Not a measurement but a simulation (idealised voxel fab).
Title: Process Module voxel self aligned contacts
We display cut, a cross-section 300 nm in width whose square cells are each 5 nm.
How to read a cross-section here: the picture is a grid of square cells, written as bands going from the top down, and any band can span one or more rows of cells. A band entry consists of two parts. The first gives the height of the band's top and the height of its bottom, in nm. The rest lists the band's materials from left to right, each with its width in nm. A single material labelled with the word "full width" fills the band from edge to edge, and the word "air" marks empty space. Height reference: 0 = level under which incoming wafer is all one material. Lowest band: no bottom, runs on downward, e.g. "0..down". Note: "30 to 40" means the width goes from the first number (top row of the band) to the second number (bottom row) in equal steps per row of cells. The designation "changes: none", where it is given for a processing step, indicates that no cell of the cross-section was altered in the course of that step. "Entrapped voids": empty spaces of 8 cells or more with no open way to the top, each given as width x height at distance, distance from the left edge, all in nm. after a step's settings: what the simulator itself notes on the step. When a step includes a mask, the "overlay nm" setting on its line states how far to the right of its planned place that mask lay, and negative values state how far to the left.

Intended process steps
1) RECEIVE (material Si)
2) OXIDIZE (depth nm 5)
3) DIRECTIONAL_DEP (material polySi; thk nm 25)
4) DIRECTIONAL_DEP (material SiN; thk nm 25)
5) DIRECTIONAL_DEP (material aC; thk nm 10)
6) PATTERN (tone cover; mask id GATE; material resist; width nm 35; pitch nm 80; thk nm 25; overlay nm 0)
7) DIRECTIONAL_ETCH (etch materials aC; depth nm 10)
8) STRIP (etch materials resist)
9) DIRECTIONAL_ETCH (etch materials SiN; depth nm 25)
10) DIRECTIONAL_ETCH (etch materials polySi; depth nm 25)
11) STRIP (etch materials aC)
12) CONFORMAL_DEP (material SiN; thk nm 10)
13) DIRECTIONAL_ETCH (etch materials SiN; depth nm 10)
14) FILL_DEP (material SiO2; thk nm 15)
15) CMP (height nm 60)
16) DIRECTIONAL_DEP (material aC; thk nm 10)
17) PATTERN (tone open; mask id CONTACT; material resist; width nm 65; pitch nm 80; thk nm 25; overlay nm 0)
18) DIRECTIONAL_ETCH (etch materials aC; depth nm 10)
19) STRIP (etch materials resist)
20) DIRECTIONAL_ETCH (etch materials SiO2; depth nm 65)
21) STRIP (etch materials aC)
22) CONFORMAL_DEP (material TiN; thk nm 5)
23) FILL_DEP (material Ru; thk nm 10)
24) CMP (height nm 60)
25) CONFORMAL_DEP (material SiN; thk nm 5)

Here's what the wafer looked like in cross-section when it arrived - that's after step 1
    0..down = Si full width
    Entrapped voids: none

Wafer cross-section at module end: first of two, run to plan
    65..60 = SiN full width
    60..50 = 75 nm SiO2, 5 to 25 nm TiN, 55 to 15 nm Ru, 5 to 25 nm TiN, 15 nm SiO2, 5 to 25 nm TiN, 55 to 15 nm Ru, 5 to 25 nm TiN, 80 nm SiO2
    50..25 = 40 nm SiO2, 55 nm SiN, 5 nm TiN, 15 nm Ru, 5 nm TiN, 55 nm SiN, 5 nm TiN, 15 nm Ru, 5 nm TiN, 55 nm SiN, 45 nm SiO2
    25..0 = 40 nm SiO2, 10 nm SiN, 35 nm polySi, 10 nm SiN, 5 nm TiN, 15 nm Ru, 5 nm TiN, 10 nm SiN, 35 nm polySi, 10 nm SiN, 5 nm TiN, 15 nm Ru, 5 nm TiN, 10 nm SiN, 35 nm polySi, 10 nm SiN, 45 nm SiO2
    0..-5 = 95 nm SiO2, 25 nm TiN, 55 nm SiO2, 25 nm TiN, 100 nm SiO2
    -5..down = Si full width
    Entrapped voids: none

Second of two wafers, module complete, sectioned: it shares the first wafer's start and plan but was run with one mistake
    65..60 = aC full width
    60..50 = 75 nm SiO2, 5 to 25 nm TiN, 55 to 15 nm Ru, 5 to 25 nm TiN, 15 nm SiO2, 5 to 25 nm TiN, 55 to 15 nm Ru, 5 to 25 nm TiN, 80 nm SiO2
    50..25 = 40 nm SiO2, 55 nm SiN, 5 nm TiN, 15 nm Ru, 5 nm TiN, 55 nm SiN, 5 nm TiN, 15 nm Ru, 5 nm TiN, 55 nm SiN, 45 nm SiO2
    25..0 = 40 nm SiO2, 10 nm SiN, 35 nm polySi, 10 nm SiN, 5 nm TiN, 15 nm Ru, 5 nm TiN, 10 nm SiN, 35 nm polySi, 10 nm SiN, 5 nm TiN, 15 nm Ru, 5 nm TiN, 10 nm SiN, 35 nm polySi, 10 nm SiN, 45 nm SiO2
    0..-5 = 95 nm SiO2, 25 nm TiN, 55 nm SiO2, 25 nm TiN, 100 nm SiO2
    -5..down = Si full width
    Entrapped voids: none
What broke from the plan during processing? step 25 did not use the planned setting and instead ran as CONFORMAL_DEP (material aC; thk nm 5)
Final wafer comparison in cells, second versus first, more or fewer per material: SiN -60 | aC +60
